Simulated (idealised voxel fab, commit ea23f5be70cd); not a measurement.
Process module, titled voxel self aligned contacts
FYI the section here is cut, 145 nm wide, cells are 5 nm squares.
Each cross-section below is a grid of square cells, stated as bands in top-down order, with one or more rows of cells making up each band. This entry defines a band. It first specifies the height of the band's top and the height of its bottom in nm, and then specifies the band's materials from left to right, stating each material with its width in nm. The word "everywhere" identifies a single material that fills the band from edge to edge, while the word "blank" identifies empty space. Beneath 0, the wafer as received is one material, and that level is where height counting begins. The lowest band goes on downward without a bottom; it is written like "0..down". Width "30..40": first value at the band's top row of cells, second value at its bottom row, equal change from row to row. What does "same as before" mean for a step? It means no cell of the cross-section changed in that step. Reported under the label "Cavities, sealed" are the empty spaces having no open way to the top and comprising 8 cells or more; the notation for each is width x height at distance, in which the distance is measured from the left edge and all three values are in nm. On each step's line, the part that comes after the settings is the simulator's own comment on the step. The line of a step may include "overlay nm". On a step with a mask, this value is how far to the right of its planned place the mask lay. A negative value means the mask lay to the left.
**Planned step list for the process**
1) RECEIVE, material Si
2) CONFORMAL_DEP, material SiO2, thk nm 5
3) DIRECTIONAL_DEP, material polySi, thk nm 20
4) DIRECTIONAL_DEP, material SiN, thk nm 20
5) PATTERN, tone cover, mask id GATE, material resist, width nm 35, pitch nm 70, thk nm 15, overlay nm 0
6) DIRECTIONAL_ETCH, etch materials SiN, depth nm 20
7) DIRECTIONAL_ETCH, etch materials polySi, depth nm 20
8) STRIP, etch materials resist
9) CONFORMAL_DEP, material SiN, thk nm 10
10) DIRECTIONAL_ETCH, etch materials SiN, depth nm 10
11) FILL_DEP, material SiO2, thk nm 15
12) CMP, height nm 55
13) DIRECTIONAL_DEP, material aC, thk nm 15
14) PATTERN, tone open, mask id CONTACT, material resist, width nm 55, thk nm 30, overlay nm 0
15) DIRECTIONAL_ETCH, etch materials aC, depth nm 15
16) STRIP, etch materials resist
17) DIRECTIONAL_ETCH, etch materials SiO2, depth nm 55
18) STRIP, etch materials aC
19) CONFORMAL_DEP, material TiN, thk nm 5
20) FILL_DEP, material W, thk nm 10
21) CMP, height nm 55
22) CONFORMAL_DEP, material SiN, thk nm 5
**Shown in cross-section is the wafer as received, that is, as it stands after step 1**
- 0..down = Si everywhere
- Cavities, sealed: none
**Cross-section at module end, one run error; start and plan unchanged from above**
- 60..55 = SiN everywhere
- 55..45 = SiO2=35; TiN=5..35; W=45..5; TiN=5..15; SiO2=55
- 45..25 = SiO2=10; SiN=55; TiN=5; W=5; TiN=5; SiN=55; SiO2=10
- 25..5 = SiO2=10; SiN=10; polySi=35; SiN=10; TiN=5; W=5; TiN=5; SiN=10; polySi=35; SiN=10; SiO2=10
- 5..0 = SiO2=65; TiN=15; SiO2=65
- 0..down = Si everywhere
- Cavities, sealed: none
Run error: in deviation from the planned setting, step 14 was conducted as PATTERN, tone open, mask id CONTACT, material resist, width nm 55, thk nm 30, overlay nm -10
